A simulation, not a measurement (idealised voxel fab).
The following process module bears the name voxel self aligned vias.
Cross-sectional view cut (width: 290 nm; square cell size: 5 nm).
Heads up, the way a cross-section reads in here is a grid of square cells, handed over as bands from the top down, with every band being one or more rows of cells. First you get the band's top height and its bottom height, in nm, and then the materials it's made of, left to right, with each width in nm. If you see a single material with "full width", that one covers the band edge to edge. "air" is empty space. Basically, 0 is our baseline, since under it the wafer straight out of the box is all one material. The bottom band has no lower end and keeps on going down, so it looks like "0 nm and below". You'd read "30..40" like this: the band's top row of cells is as wide as the first number, its bottom row is as wide as the second, and going down, every row changes width by the same amount as the row before did. Step marked "all unchanged"? Then no cell in the cross-section changed in it. The list in "Unvented internal voids" covers empty spaces of 8 cells or more that cannot reach the top through any open way, and it gives each as width x height at distance; the distance is from the left edge, and width, height and distance are in nm. Anything after a step's settings on that line? It's the simulator's own note about the step. Among the settings permitted on a step's line is "overlay nm"; applied to a step with a mask, it specifies the extent to which the mask lay to the right of its planned position, whereas a negative figure signifies a position to the left.
### Steps planned for the process
| 1 | RECEIVE (material Si) |
| 2 | CONFORMAL_DEP (material SiO2; thk nm 15) |
| 3 | CONFORMAL_DEP (material SiCN; thk nm 5) |
| 4 | DIRECTIONAL_DEP (material lowk; thk nm 20) |
| 5 | DIRECTIONAL_DEP (material aC; thk nm 15) |
| 6 | PATTERN (tone open; mask id LINES; material resist; width nm 30; pitch nm 75; thk nm 35; overlay nm 0) |
| 7 | DIRECTIONAL_ETCH (etch materials aC; depth nm 15) |
| 8 | STRIP (etch materials resist) |
| 9 | DIRECTIONAL_ETCH (etch materials lowk; depth nm 20) |
| 10 | STRIP (etch materials aC) |
| 11 | CONFORMAL_DEP (material TiN; thk nm 5) |
| 12 | FILL_DEP (material W; thk nm 5) |
| 13 | CMP (height nm 40) |
| 14 | SELECTIVE_ETCH (etch materials W Ru TiN; depth nm 10) |
| 15 | FILL_DEP (material SiN; thk nm 5) |
| 16 | CMP (height nm 40) |
| 17 | DIRECTIONAL_DEP (material lowk; thk nm 15) |
| 18 | MASKED_ETCH (tone open; mask id VIAS; width nm 50; pitch nm 75; etch materials lowk; depth nm 15; overlay nm 0) |
| 19 | MASKED_ETCH (tone open; mask id VIAS; width nm 50; pitch nm 75; etch materials SiN; depth nm 10; overlay nm 0) |
| 20 | CONFORMAL_DEP (material TiN; thk nm 5) |
| 21 | FILL_DEP (material Ru; thk nm 10) |
| 22 | CMP (height nm 55) |
| 23 | CONFORMAL_DEP (material SiCN; thk nm 5) |
### First of the two wafers, run per plan
### Step 1 complete: cross-section of the wafer as received
    0 nm and below: Si full width
    Unvented internal voids: none
### After step 2: wafer cross-section
    15 nm to 0 nm: SiO2 full width
    Rest of section, below 0: as before.
### After step 3: wafer cross-section
    20 nm to 15 nm: SiCN full width
    Rest of section, below 15: as before.
### After step 4: wafer cross-section
    40 nm to 20 nm: lowk full width
    Rest of section, below 20: as before.
### After step 5: wafer cross-section
    55 nm to 40 nm: aC full width
    Rest of section, below 40: as before.
### After step 6: wafer cross-section
    90 nm to 55 nm: resist (55) | air (30) | resist (45) | air (30) | resist (45) | air (30) | resist (55)
    Rest of section, below 55: as before.
### After step 7: wafer cross-section
    75 nm to 55 nm: resist (55) | air (30) | resist (45) | air (30) | resist (45) | air (30) | resist (55)
    55 nm to 40 nm: aC (55) | air (30) | aC (45) | air (30) | aC (45) | air (30) | aC (55)
    Rest of section, below 40: as before.
### After step 8: wafer cross-section
    55 nm to 40 nm: aC (55) | air (30) | aC (45) | air (30) | aC (45) | air (30) | aC (55)
    Rest of section, below 40: as before.
### After step 9: wafer cross-section
    55 nm to 40 nm: aC (55) | air (30) | aC (45) | air (30) | aC (45) | air (30) | aC (55)
    40 nm to 20 nm: lowk (55) | air (30) | lowk (45) | air (30) | lowk (45) | air (30) | lowk (55)
    Rest of section, below 20: as before.
### After step 10: wafer cross-section
    40 nm to 20 nm: lowk (55) | air (30) | lowk (45) | air (30) | lowk (45) | air (30) | lowk (55)
    Rest of section, below 20: as before.
### After step 11: wafer cross-section
    45 nm to 40 nm: TiN (60) | air (20) | TiN (55) | air (20) | TiN (55) | air (20) | TiN (60)
    40 nm to 25 nm: lowk (55) | TiN (5) | air (20) | TiN (5) | lowk (45) | TiN (5) | air (20) | TiN (5) | lowk (45) | TiN (5) | air (20) | TiN (5) | lowk (55)
    25 nm to 20 nm: lowk (55) | TiN (30) | lowk (45) | TiN (30) | lowk (45) | TiN (30) | lowk (55)
    Rest of section, below 20: as before.
### After step 12: wafer cross-section
    50 nm to 45 nm: W full width
    45 nm to 40 nm: TiN (60) | W (20) | TiN (55) | W (20) | TiN (55) | W (20) | TiN (60)
    40 nm to 25 nm: lowk (55) | TiN (5) | W (20) | TiN (5) | lowk (45) | TiN (5) | W (20) | TiN (5) | lowk (45) | TiN (5) | W (20) | TiN (5) | lowk (55)
    Rest of section, below 25: as before.
### After step 13: wafer cross-section
    40 nm to 25 nm: lowk (55) | TiN (5) | W (20) | TiN (5) | lowk (45) | TiN (5) | W (20) | TiN (5) | lowk (45) | TiN (5) | W (20) | TiN (5) | lowk (55)
    Rest of section, below 25: as before.
### After step 14: wafer cross-section
    40 nm to 30 nm: lowk (55) | air (30) | lowk (45) | air (30) | lowk (45) | air (30) | lowk (55)
    Rest of section, below 30: as before.
### After step 15: wafer cross-section
    45 nm to 40 nm: SiN full width
    40 nm to 30 nm: lowk (55) | SiN (30) | lowk (45) | SiN (30) | lowk (45) | SiN (30) | lowk (55)
    Rest of section, below 30: as before.
### After step 16: wafer cross-section
    40 nm to 30 nm: lowk (55) | SiN (30) | lowk (45) | SiN (30) | lowk (45) | SiN (30) | lowk (55)
    Rest of section, below 30: as before.
### After step 17: wafer cross-section
    55 nm to 40 nm: lowk full width
    Rest of section, below 40: as before.
### After step 18: wafer cross-section
    55 nm to 40 nm: lowk (45) | air (50) | lowk (25) | air (50) | lowk (25) | air (50) | lowk (45)
    Rest of section, below 40: as before.
### After step 19: wafer cross-section
    55 nm to 40 nm: lowk (45) | air (50) | lowk (25) | air (50) | lowk (25) | air (50) | lowk (45)
    40 nm to 30 nm: lowk (55) | air (30) | lowk (45) | air (30) | lowk (45) | air (30) | lowk (55)
    Rest of section, below 30: as before.
### After step 20: wafer cross-section
    60 nm to 55 nm: TiN (50) | air (40) | TiN (35) | air (40) | TiN (35) | air (40) | TiN (50)
    55 nm to 45 nm: lowk (45) | TiN (5) | air (40) | TiN (5) | lowk (25) | TiN (5) | air (40) | TiN (5) | lowk (25) | TiN (5) | air (40) | TiN (5) | lowk (45)
    45 nm to 35 nm: lowk (45..55) | TiN (15..5) | air (20) | TiN (15..5) | lowk (25..45) | TiN (15..5) | air (20) | TiN (15..5) | lowk (25..45) | TiN (15..5) | air (20) | TiN (15..5) | lowk (45..55)
    35 nm to 30 nm: lowk (55) | TiN (30) | lowk (45) | TiN (30) | lowk (45) | TiN (30) | lowk (55)
    Rest of section, below 30: as before.
### After step 21: wafer cross-section
    70 nm to 60 nm: Ru full width
    60 nm to 55 nm: TiN (50) | Ru (40) | TiN (35) | Ru (40) | TiN (35) | Ru (40) | TiN (50)
    55 nm to 45 nm: lowk (45) | TiN (5) | Ru (40) | TiN (5) | lowk (25) | TiN (5) | Ru (40) | TiN (5) | lowk (25) | TiN (5) | Ru (40) | TiN (5) | lowk (45)
    45 nm to 35 nm: lowk (45..55) | TiN (15..5) | Ru (20) | TiN (15..5) | lowk (25..45) | TiN (15..5) | Ru (20) | TiN (15..5) | lowk (25..45) | TiN (15..5) | Ru (20) | TiN (15..5) | lowk (45..55)
    Rest of section, below 35: as before.
### After step 22: wafer cross-section
    55 nm to 45 nm: lowk (45) | TiN (5) | Ru (40) | TiN (5) | lowk (25) | TiN (5) | Ru (40) | TiN (5) | lowk (25) | TiN (5) | Ru (40) | TiN (5) | lowk (45)
    Rest of section, below 45: as before.
### After step 23: wafer cross-section
    60 nm to 55 nm: SiCN full width
    Rest of section, below 55: as before.
### The second wafer began exactly as the first did and followed the same plan, but one mistake was made while running it; through step 2 inclusive, the two wafers are identical
### Second wafer cross-section, taken as of the time the plan sets for step 3 to be done
    35 nm to 15 nm: lowk full width
    Rest of section, below 15: as before.
### Second wafer cross-section, taken as of the time the plan sets for step 4 to be done
    40 nm to 35 nm: SiCN full width
    Rest of section, below 35: as before.
### Second wafer cross-section, taken as of the time the plan sets for step 5 to be done
    55 nm to 40 nm: aC full width
    Rest of section, below 40: as before.
### Second wafer cross-section, taken as of the time the plan sets for step 6 to be done
    90 nm to 55 nm: resist (55) | air (30) | resist (45) | air (30) | resist (45) | air (30) | resist (55)
    Rest of section, below 55: as before.
### Second wafer cross-section, taken as of the time the plan sets for step 7 to be done
    75 nm to 55 nm: resist (55) | air (30) | resist (45) | air (30) | resist (45) | air (30) | resist (55)
    55 nm to 40 nm: aC (55) | air (30) | aC (45) | air (30) | aC (45) | air (30) | aC (55)
    Rest of section, below 40: as before.
### Second wafer cross-section, taken as of the time the plan sets for step 8 to be done
    55 nm to 40 nm: aC (55) | air (30) | aC (45) | air (30) | aC (45) | air (30) | aC (55)
    Rest of section, below 40: as before.
Second wafer cross-section, taken as of the time the plan sets for step 9 to be done: all unchanged
### Second wafer cross-section, taken as of the time the plan sets for step 10 to be done
    40 nm to 35 nm: SiCN full width
    Rest of section, below 35: as before.
### Second wafer cross-section, taken as of the time the plan sets for step 11 to be done
    45 nm to 40 nm: TiN full width
    Rest of section, below 40: as before.
### Second wafer cross-section, taken as of the time the plan sets for step 12 to be done
    50 nm to 45 nm: W full width
    Rest of section, below 45: as before.
### Second wafer cross-section, taken as of the time the plan sets for step 13 to be done
    40 nm to 35 nm: SiCN full width
    Rest of section, below 35: as before.
Second wafer cross-section, taken as of the time the plan sets for step 14 to be done: all unchanged
### Second wafer cross-section, taken as of the time the plan sets for step 15 to be done
    45 nm to 40 nm: SiN full width
    Rest of section, below 40: as before.
### Second wafer cross-section, taken as of the time the plan sets for step 16 to be done
    40 nm to 35 nm: SiCN full width
    Rest of section, below 35: as before.
### Second wafer cross-section, taken as of the time the plan sets for step 17 to be done
    55 nm to 40 nm: lowk full width
    Rest of section, below 40: as before.
### Second wafer cross-section, taken as of the time the plan sets for step 18 to be done
    55 nm to 40 nm: lowk (45) | air (50) | lowk (25) | air (50) | lowk (25) | air (50) | lowk (45)
    Rest of section, below 40: as before.
Second wafer cross-section, taken as of the time the plan sets for step 19 to be done: all unchanged
### Second wafer cross-section, taken as of the time the plan sets for step 20 to be done
    60 nm to 55 nm: TiN (50) | air (40) | TiN (35) | air (40) | TiN (35) | air (40) | TiN (50)
    55 nm to 45 nm: lowk (45) | TiN (5) | air (40) | TiN (5) | lowk (25) | TiN (5) | air (40) | TiN (5) | lowk (25) | TiN (5) | air (40) | TiN (5) | lowk (45)
    45 nm to 40 nm: lowk (45) | TiN (50) | lowk (25) | TiN (50) | lowk (25) | TiN (50) | lowk (45)
    Rest of section, below 40: as before.
### Second wafer cross-section, taken as of the time the plan sets for step 21 to be done
    70 nm to 60 nm: Ru full width
    60 nm to 55 nm: TiN (50) | Ru (40) | TiN (35) | Ru (40) | TiN (35) | Ru (40) | TiN (50)
    55 nm to 45 nm: lowk (45) | TiN (5) | Ru (40) | TiN (5) | lowk (25) | TiN (5) | Ru (40) | TiN (5) | lowk (25) | TiN (5) | Ru (40) | TiN (5) | lowk (45)
    Rest of section, below 45: as before.
### Second wafer cross-section, taken as of the time the plan sets for step 22 to be done
    55 nm to 45 nm: lowk (45) | TiN (5) | Ru (40) | TiN (5) | lowk (25) | TiN (5) | Ru (40) | TiN (5) | lowk (25) | TiN (5) | Ru (40) | TiN (5) | lowk (45)
    Rest of section, below 45: as before.
### Second wafer cross-section, taken as of the time the plan sets for step 23 to be done
    60 nm to 55 nm: SiCN full width
    Rest of section, below 55: as before.
So what did we get wrong on this run? so 3 and 4 got swapped relative to the plan, each ran where the other was supposed to
Count the cells at the end and the second wafer has more or fewer of some materials than the first: Ru: 24 fewer, TiN: 36 fewer, W: 12 fewer, lowk: 72 more
